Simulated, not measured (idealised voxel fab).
The document below concerns the process module designated voxel capacitor over wiring.
The width of the displayed cross-section, cut, is 155 nm; its cells are square, with a size of 5 nm.
Cross-section, as written here: a square-cell grid given band by band from the top down, where a band holds one or more rows of cells. The band entry comprises the height of the band's top followed by the height of its bottom, expressed in nm, and subsequently the band's materials from left to right, each stated together with its width in nm. Where a single material is marked with the word "edge to edge", that material fills the band from edge to edge. The word "empty" represents empty space. Height is counted from the level 0, under which the received wafer is composed throughout of one material. The lowest of the bands is not closed at the bottom but continues downward, in the notation "0..down". A width such as "30..40" changes by the same amount from each row of cells to the next, from the band's top row to its bottom row. "no change occurred", as given for a step, is the statement that not any cell of the cross-section underwent a change during that step. "Listed closed voids": sealed empty spaces, 8 cells or more, no open way to top, listed width x height at distance, with distance from the left edge and width, height and distance in nm. Heads up: the bit after the settings on a step's line is the simulator's remark on that step. overlay nm: right-of-plan distance of the mask on a masked step; negative values mean left-of-plan. If you're wondering how to read the rest of this, here's the deal. It's pairs of cross-sections: one from before a process step, one from after it. The after one is only drawn as far down as the lowest band that changed. Right under each pair you'll see which step sits between them and what its settings were. Don't read the pairs as one continuous story, though. They can come from different runs of this module on the same starting wafer, and a pair only carries on from the one above it where its entry headed "Snapshot before" says so.

### Snapshot before
	105..90  45 nm SiO2  15 nm empty  95 nm SiO2
	90..80  35 nm SiO2  60 nm TiN  60 nm SiO2
	80..75  35 nm SiO2  60 nm SiN  60 nm SiO2
	75..70  30 nm SiO2  70 nm TiN  55 nm SiO2
	70..50  35 nm lowk  15 nm Ru  105 nm lowk
	50..45  35 nm SiCN  15 nm Ru  105 nm SiCN
	45..25  25 nm SiO2  5 nm TiN  15 nm Cu  5 nm TiN  55 nm SiO2  5 nm TiN  15 nm Cu  5 nm TiN  25 nm SiO2
	25..20  25 nm SiO2  25 nm TiN  55 nm SiO2  25 nm TiN  25 nm SiO2
	20..5  SiO2 edge to edge
	5..0  SiN edge to edge
	0..down  Si edge to edge
	Listed closed voids: none

### Post-Step Section View
	110..105  50 nm TiN  5 nm empty  100 nm TiN
	105..95  45 nm SiO2  5 nm TiN  5 nm empty  5 nm TiN  95 nm SiO2
	95..90  45 nm SiO2  15 nm TiN  95 nm SiO2
	Everything below 90 is unchanged.
	Listed closed voids: none
Which step turns the before cross-section above into the after cross-section? op CONFORMAL_DEP | material TiN | thk nm 5

Snapshot before: the cross-section after the pair above

### Post-Step Section View
	115..110  W edge to edge
	110..105  50 nm TiN  5 nm W  100 nm TiN
	105..95  45 nm SiO2  5 nm TiN  5 nm W  5 nm TiN  95 nm SiO2
	Everything below 95 is unchanged.
	Listed closed voids: none
Which step turns the before cross-section above into the after cross-section? op FILL_DEP | material W | thk nm 5

Snapshot before: the cross-section after the pair above

### Post-Step Section View
	105..95  45 nm SiO2  5 nm TiN  5 nm W  5 nm TiN  95 nm SiO2
	Everything below 95 is unchanged.
	Listed closed voids: none
Which step turns the before cross-section above into the after cross-section? op CMP | height nm 105

Snapshot before: the cross-section after the pair above

### Post-Step Section View
	110..105  SiN edge to edge
	Everything below 105 is unchanged.
	Listed closed voids: none
Which step turns the before cross-section above into the after cross-section? op CONFORMAL_DEP | material SiN | thk nm 5

### Snapshot before
	110..90  SiO2 edge to edge
	90..80  35 nm SiO2  60 nm TiN  60 nm SiO2
	80..75  35 nm SiO2  60 nm SiN  60 nm SiO2
	75..70  30 nm SiO2  70 nm TiN  55 nm SiO2
	70..50  35 nm lowk  15 nm Ru  105 nm lowk
	50..45  35 nm SiCN  15 nm Ru  105 nm SiCN
	45..20  25 nm SiO2  5 nm TiN  15 nm Cu  5 nm TiN  55 nm SiO2  5 nm TiN  15 nm Cu  5 nm TiN  25 nm SiO2
	20..15  25 nm SiN  25 nm TiN  55 nm SiN  25 nm TiN  25 nm SiN
	15..0  SiO2 edge to edge
	0..down  Si edge to edge
	Listed closed voids: none

### Post-Step Section View
	95..90  SiO2 edge to edge
	Everything below 90 is unchanged.
	Listed closed voids: none
Which step turns the before cross-section above into the after cross-section? op CMP | height nm 95

Snapshot before: the cross-section after the pair above

### Post-Step Section View
	95..90  45 nm SiO2  15 nm empty  95 nm SiO2
	Everything below 90 is unchanged.
	Listed closed voids: none
Which step turns the before cross-section above into the after cross-section? op MASKED_ETCH | tone open | mask id PLUG_2 | width nm 15 | etch materials SiO2 | depth nm 15 | overlay nm 0

Snapshot before: the cross-section after the pair above

### Post-Step Section View
	100..95  50 nm TiN  5 nm empty  100 nm TiN
	95..90  45 nm SiO2  15 nm TiN  95 nm SiO2
	Everything below 90 is unchanged.
	Listed closed voids: none
Which step turns the before cross-section above into the after cross-section? op CONFORMAL_DEP | material TiN | thk nm 5

Snapshot before: the cross-section after the pair above

### Post-Step Section View
	105..100  W edge to edge
	100..95  50 nm TiN  5 nm W  100 nm TiN
	Everything below 95 is unchanged.
	Listed closed voids: none
Which step turns the before cross-section above into the after cross-section? op FILL_DEP | material W | thk nm 5

Snapshot before: the cross-section after the pair above

### Post-Step Section View
	110..105  SiN edge to edge
	Everything below 105 is unchanged.
	Listed closed voids: none
Which step turns the before cross-section above into the after cross-section? op CONFORMAL_DEP | material SiN | thk nm 5

### Snapshot before
	80..70  aC edge to edge
	70..50  lowk edge to edge
	50..45  SiCN edge to edge
	45..20  25 nm SiO2  5 nm TiN  15 nm Cu  5 nm TiN  55 nm SiO2  5 nm TiN  15 nm Cu  5 nm TiN  25 nm SiO2
	20..15  25 nm SiN  25 nm TiN  55 nm SiN  25 nm TiN  25 nm SiN
	15..0  SiO2 edge to edge
	0..down  Si edge to edge
	Listed closed voids: none

### Post-Step Section View
	110..80  30 nm resist  25 nm empty  100 nm resist
	Everything below 80 is unchanged.
	Listed closed voids: none
Which step turns the before cross-section above into the after cross-section? op PATTERN | tone open | mask id PLUG_1 | material resist | width nm 25 | thk nm 30 | overlay nm 0

Snapshot before: the cross-section after the pair above

### Post-Step Section View
	100..80  30 nm resist  25 nm empty  100 nm resist
	80..70  30 nm aC  25 nm empty  100 nm aC
	Everything below 70 is unchanged.
	Listed closed voids: none
Which step turns the before cross-section above into the after cross-section? op DIRECTIONAL_ETCH | etch materials aC | depth nm 10

Snapshot before: the cross-section after the pair above

### Post-Step Section View
	80..70  30 nm aC  25 nm empty  100 nm aC
	Everything below 70 is unchanged.
	Listed closed voids: none
Which step turns the before cross-section above into the after cross-section? op STRIP | etch materials resist

Snapshot before: the cross-section after the pair above

### Post-Step Section View
	80..70  30 nm aC  25 nm empty  100 nm aC
	70..50  30 nm lowk  25 nm empty  100 nm lowk
	Everything below 50 is unchanged.
	Listed closed voids: none
Which step turns the before cross-section above into the after cross-section? op DIRECTIONAL_ETCH | etch materials lowk | depth nm 20

Snapshot before: the cross-section after the pair above

### Post-Step Section View
	80..70  30 nm aC  25 nm empty  100 nm aC
	70..50  30 nm lowk  25 nm empty  100 nm lowk
	50..45  30 nm SiCN  25 nm empty  100 nm SiCN
	Everything below 45 is unchanged.
	Listed closed voids: none
Which step turns the before cross-section above into the after cross-section? op DIRECTIONAL_ETCH | etch materials SiCN | depth nm 5

Snapshot before: the cross-section after the pair above

### Post-Step Section View
	70..50  30 nm lowk  25 nm empty  100 nm lowk
	Everything below 50 is unchanged.
	Listed closed voids: none
Which step turns the before cross-section above into the after cross-section? op STRIP | etch materials aC

Snapshot before: the cross-section after the pair above

### Post-Step Section View
	70..55  30 nm lowk  25 nm empty  100 nm lowk
	55..50  30 nm lowk  25 nm Ru  100 nm lowk
	50..45  30 nm SiCN  25 nm Ru  100 nm SiCN
	Everything below 45 is unchanged.
	Listed closed voids: none
Which step turns the before cross-section above into the after cross-section? op EPI | material Ru | thk nm 10

Snapshot before: the cross-section after the pair above

### Post-Step Section View
	70..65  30 nm lowk  25 nm empty  100 nm lowk
	65..50  30 nm lowk  25 nm Ru  100 nm lowk
	Everything below 50 is unchanged.
	Listed closed voids: none
Which step turns the before cross-section above into the after cross-section? op EPI | material Ru | thk nm 10

Snapshot before: the cross-section after the pair above

### Post-Step Section View
	70..50  30 nm lowk  25 nm Ru  100 nm lowk
	Everything below 50 is unchanged.
	Listed closed voids: none
Which step turns the before cross-section above into the after cross-section? op EPI | material Ru | thk nm 5

Snapshot before: the cross-section after the pair above

### Post-Step Section View
	75..70  TiN edge to edge
	Everything below 70 is unchanged.
	Listed closed voids: none
Which step turns the before cross-section above into the after cross-section? op DIRECTIONAL_DEP | material TiN | thk nm 5

Snapshot before: the cross-section after the pair above

### Post-Step Section View
	80..75  SiN edge to edge
	Everything below 75 is unchanged.
	Listed closed voids: none
Which step turns the before cross-section above into the after cross-section? op DIRECTIONAL_DEP | material SiN | thk nm 5

Snapshot before: the cross-section after the pair above

### Post-Step Section View
	90..80  TiN edge to edge
	Everything below 80 is unchanged.
	Listed closed voids: none
Which step turns the before cross-section above into the after cross-section? op DIRECTIONAL_DEP | material TiN | thk nm 10

Snapshot before: the cross-section after the pair above

### Post-Step Section View
	90..80  35 nm empty  60 nm TiN  60 nm empty
	Everything below 80 is unchanged.
	Listed closed voids: none
Which step turns the before cross-section above into the after cross-section? op MASKED_ETCH | tone cover | mask id UPPER_PLATE | width nm 60 | etch materials TiN | depth nm 10 | overlay nm 0

Snapshot before: the cross-section after the pair above

### Post-Step Section View
	90..80  35 nm empty  60 nm TiN  60 nm empty
	80..75  35 nm empty  60 nm SiN  60 nm empty
	Everything below 75 is unchanged.
	Listed closed voids: none
Which step turns the before cross-section above into the after cross-section? op MASKED_ETCH | tone cover | mask id UPPER_PLATE | width nm 60 | etch materials SiN | depth nm 5 | overlay nm 0

Snapshot before: the cross-section after the pair above

### Post-Step Section View
	90..80  35 nm empty  60 nm TiN  60 nm empty
	80..75  35 nm empty  60 nm SiN  60 nm empty
	75..70  30 nm empty  70 nm TiN  55 nm empty
	Everything below 70 is unchanged.
	Listed closed voids: none
Which step turns the before cross-section above into the after cross-section? op MASKED_ETCH | tone cover | mask id LOWER_PLATE | width nm 70 | etch materials TiN | depth nm 5 | overlay nm 0

Snapshot before: the cross-section after the pair above

### Post-Step Section View
	110..90  SiO2 edge to edge
	90..80  35 nm SiO2  60 nm TiN  60 nm SiO2
	80..75  35 nm SiO2  60 nm SiN  60 nm SiO2
	75..70  30 nm SiO2  70 nm TiN  55 nm SiO2
	Everything below 70 is unchanged.
	Listed closed voids: none
Which step turns the before cross-section above into the after cross-section? op FILL_DEP | material SiO2 | thk nm 20

Snapshot before: the cross-section after the pair above

### Post-Step Section View
	105..90  SiO2 edge to edge
	Everything below 90 is unchanged.
	Listed closed voids: none
Which step turns the before cross-section above into the after cross-section? op CMP | height nm 105

Snapshot before: the cross-section after the pair above

### Post-Step Section View
	105..90  45 nm SiO2  15 nm empty  95 nm SiO2
	Everything below 90 is unchanged.
	Listed closed voids: none
Which step turns the before cross-section above into the after cross-section? op MASKED_ETCH | tone open | mask id PLUG_2 | width nm 15 | etch materials SiO2 | depth nm 15 | overlay nm 0

Snapshot before: the cross-section after the pair above

### Post-Step Section View
	110..105  50 nm TiN  5 nm empty  100 nm TiN
	105..95  45 nm SiO2  5 nm TiN  5 nm empty  5 nm TiN  95 nm SiO2
	95..90  45 nm SiO2  15 nm TiN  95 nm SiO2
	Everything below 90 is unchanged.
	Listed closed voids: none
Which step turns the before cross-section above into the after cross-section? op CONFORMAL_DEP | material TiN | thk nm 5

Snapshot before: the cross-section after the pair above

### Post-Step Section View
	115..110  W edge to edge
	110..105  50 nm TiN  5 nm W  100 nm TiN
	105..95  45 nm SiO2  5 nm TiN  5 nm W  5 nm TiN  95 nm SiO2
	Everything below 95 is unchanged.
	Listed closed voids: none
Which step turns the before cross-section above into the after cross-section? op FILL_DEP | material W | thk nm 5

Snapshot before: the cross-section after the pair above

### Post-Step Section View
	105..95  45 nm SiO2  5 nm TiN  5 nm W  5 nm TiN  95 nm SiO2
	Everything below 95 is unchanged.
	Listed closed voids: none
Which step turns the before cross-section above into the after cross-section? op CMP | height nm 105

Snapshot before: the cross-section after the pair above

### Post-Step Section View
	110..105  SiN edge to edge
	Everything below 105 is unchanged.
	Listed closed voids: none
Which step turns the before cross-section above into the after cross-section? op CONFORMAL_DEP | material SiN | thk nm 5

### Snapshot before
	90..80  35 nm empty  60 nm TiN  60 nm empty
	80..75  SiN edge to edge
	75..70  TiN edge to edge
	70..50  35 nm lowk  15 nm Ru  105 nm lowk
	50..45  35 nm SiCN  15 nm Ru  105 nm SiCN
	45..20  25 nm SiO2  5 nm TiN  15 nm Cu  5 nm TiN  55 nm SiO2  5 nm TiN  15 nm Cu  5 nm TiN  25 nm SiO2
	20..15  25 nm SiN  25 nm TiN  55 nm SiN  25 nm TiN  25 nm SiN
	15..0  SiO2 edge to edge
	0..down  Si edge to edge
	Listed closed voids: none

### Post-Step Section View
	90..80  35 nm empty  60 nm TiN  60 nm empty
	80..75  35 nm empty  70 nm SiN  50 nm empty
	Everything below 75 is unchanged.
	Listed closed voids: none
Which step turns the before cross-section above into the after cross-section? op MASKED_ETCH | tone cover | mask id UPPER_PLATE | width nm 60 | etch materials SiN | depth nm 5 | overlay nm 10

Snapshot before: the cross-section after the pair above

### Post-Step Section View
	90..80  35 nm empty  60 nm TiN  60 nm empty
	80..75  35 nm empty  70 nm SiN  50 nm empty
	75..70  30 nm empty  75 nm TiN  50 nm empty
	Everything below 70 is unchanged.
	Listed closed voids: none
Which step turns the before cross-section above into the after cross-section? op MASKED_ETCH | tone cover | mask id LOWER_PLATE | width nm 70 | etch materials TiN | depth nm 5 | overlay nm 0

Snapshot before: the cross-section after the pair above

### Post-Step Section View
	110..90  SiO2 edge to edge
	90..80  35 nm SiO2  60 nm TiN  60 nm SiO2
	80..75  35 nm SiO2  70 nm SiN  50 nm SiO2
	75..70  30 nm SiO2  75 nm TiN  50 nm SiO2
	Everything below 70 is unchanged.
	Listed closed voids: none
Which step turns the before cross-section above into the after cross-section? op FILL_DEP | material SiO2 | thk nm 20

Snapshot before: the cross-section after the pair above

### Post-Step Section View
	105..90  SiO2 edge to edge
	Everything below 90 is unchanged.
	Listed closed voids: none
Which step turns the before cross-section above into the after cross-section? op CMP | height nm 105

Snapshot before: the cross-section after the pair above

### Post-Step Section View
	105..90  45 nm SiO2  15 nm empty  95 nm SiO2
	Everything below 90 is unchanged.
	Listed closed voids: none
Which step turns the before cross-section above into the after cross-section? op MASKED_ETCH | tone open | mask id PLUG_2 | width nm 15 | etch materials SiO2 | depth nm 15 | overlay nm 0

Snapshot before: the cross-section after the pair above

### Post-Step Section View
	110..105  50 nm TiN  5 nm empty  100 nm TiN
	105..95  45 nm SiO2  5 nm TiN  5 nm empty  5 nm TiN  95 nm SiO2
	95..90  45 nm SiO2  15 nm TiN  95 nm SiO2
	Everything below 90 is unchanged.
	Listed closed voids: none
Which step turns the before cross-section above into the after cross-section? op CONFORMAL_DEP | material TiN | thk nm 5

Snapshot before: the cross-section after the pair above

### Post-Step Section View
	115..110  W edge to edge
	110..105  50 nm TiN  5 nm W  100 nm TiN
	105..95  45 nm SiO2  5 nm TiN  5 nm W  5 nm TiN  95 nm SiO2
	Everything below 95 is unchanged.
	Listed closed voids: none
Which step turns the before cross-section above into the after cross-section? op FILL_DEP | material W | thk nm 5

Snapshot before: the cross-section after the pair above

### Post-Step Section View
	105..95  45 nm SiO2  5 nm TiN  5 nm W  5 nm TiN  95 nm SiO2
	Everything below 95 is unchanged.
	Listed closed voids: none
Which step turns the before cross-section above into the after cross-section? op CMP | height nm 105

Snapshot before: the cross-section after the pair above

### Post-Step Section View
	110..105  SiN edge to edge
	Everything below 105 is unchanged.
	Listed closed voids: none
Which step turns the before cross-section above into the after cross-section? op CONFORMAL_DEP | material SiN | thk nm 5

### Snapshot before
	105..95  45 nm SiO2  5 nm TiN  5 nm W  5 nm TiN  95 nm SiO2
	95..90  45 nm SiO2  15 nm TiN  95 nm SiO2
	90..80  35 nm SiO2  60 nm TiN  60 nm SiO2
	80..75  35 nm SiO2  60 nm SiN  60 nm SiO2
	75..70  30 nm SiO2  70 nm TiN  55 nm SiO2
	70..50  35 nm lowk  15 nm Ru  105 nm lowk
	50..45  35 nm SiCN  15 nm Ru  105 nm SiCN
	45..20  25 nm SiO2  5 nm TiN  15 nm Cu  5 nm TiN  55 nm SiO2  5 nm TiN  15 nm Cu  5 nm TiN  25 nm SiO2
	20..15  25 nm SiN  25 nm TiN  55 nm SiN  25 nm TiN  25 nm SiN
	15..0  SiO2 edge to edge
	0..down  Si edge to edge
	Listed closed voids: none

### Post-Step Section View
	110..105  aC edge to edge
	Everything below 105 is unchanged.
	Listed closed voids: none
Which step turns the before cross-section above into the after cross-section? op CONFORMAL_DEP | material aC | thk nm 5

### Snapshot before
	90..80  35 nm empty  60 nm TiN  60 nm empty
	80..75  35 nm empty  60 nm SiN  60 nm empty
	75..70  TiN edge to edge
	70..50  35 nm lowk  15 nm Ru  105 nm lowk
	50..45  35 nm SiCN  15 nm Ru  105 nm SiCN
	45..20  25 nm SiO2  5 nm TiN  15 nm Cu  5 nm TiN  55 nm SiO2  5 nm TiN  15 nm Cu  5 nm TiN  25 nm SiO2
	20..15  25 nm SiN  25 nm TiN  55 nm SiN  25 nm TiN  25 nm SiN
	15..0  SiO2 edge to edge
	0..down  Si edge to edge
	Listed closed voids: none

### Post-Step Section View
	85..80  35 nm empty  60 nm TiN  60 nm empty
	80..75  35 nm empty  60 nm SiN  60 nm empty
	75..70  30 nm TiN  5 nm empty  60 nm TiN  5 nm empty  55 nm TiN
	Everything below 70 is unchanged.
	Listed closed voids: none
Which step turns the before cross-section above into the after cross-section? op MASKED_ETCH | tone open | mask id LOWER_PLATE | width nm 70 | etch materials TiN | depth nm 5 | overlay nm 0

Snapshot before: the cross-section after the pair above

### Post-Step Section View
	105..85  SiO2 edge to edge
	85..80  35 nm SiO2  60 nm TiN  60 nm SiO2
	80..75  35 nm SiO2  60 nm SiN  60 nm SiO2
	75..70  30 nm TiN  5 nm SiO2  60 nm TiN  5 nm SiO2  55 nm TiN
	Everything below 70 is unchanged.
	Listed closed voids: none
Which step turns the before cross-section above into the after cross-section? op FILL_DEP | material SiO2 | thk nm 20

Snapshot before: the cross-section after the pair above

### Post-Step Section View
	105..90  45 nm SiO2  15 nm empty  95 nm SiO2
	Everything below 90 is unchanged.
	Listed closed voids: none
Which step turns the before cross-section above into the after cross-section? op MASKED_ETCH | tone open | mask id PLUG_2 | width nm 15 | etch materials SiO2 | depth nm 15 | overlay nm 0

Snapshot before: the cross-section after the pair above

### Post-Step Section View
	110..105  50 nm TiN  5 nm empty  100 nm TiN
	105..95  45 nm SiO2  5 nm TiN  5 nm empty  5 nm TiN  95 nm SiO2
	95..90  45 nm SiO2  15 nm TiN  95 nm SiO2
	Everything below 90 is unchanged.
	Listed closed voids: none
Which step turns the before cross-section above into the after cross-section? op CONFORMAL_DEP | material TiN | thk nm 5

Snapshot before: the cross-section after the pair above

### Post-Step Section View
	115..110  W edge to edge
	110..105  50 nm TiN  5 nm W  100 nm TiN
	105..95  45 nm SiO2  5 nm TiN  5 nm W  5 nm TiN  95 nm SiO2
	Everything below 95 is unchanged.
	Listed closed voids: none
Which step turns the before cross-section above into the after cross-section? op FILL_DEP | material W | thk nm 5

Snapshot before: the cross-section after the pair above

### Post-Step Section View
	105..95  45 nm SiO2  5 nm TiN  5 nm W  5 nm TiN  95 nm SiO2
	Everything below 95 is unchanged.
	Listed closed voids: none
Which step turns the before cross-section above into the after cross-section? op CMP | height nm 105

Snapshot before: the cross-section after the pair above

### Post-Step Section View
	110..105  SiN edge to edge
	Everything below 105 is unchanged.
	Listed closed voids: none
Which step turns the before cross-section above into the after cross-section? op CONFORMAL_DEP | material SiN | thk nm 5
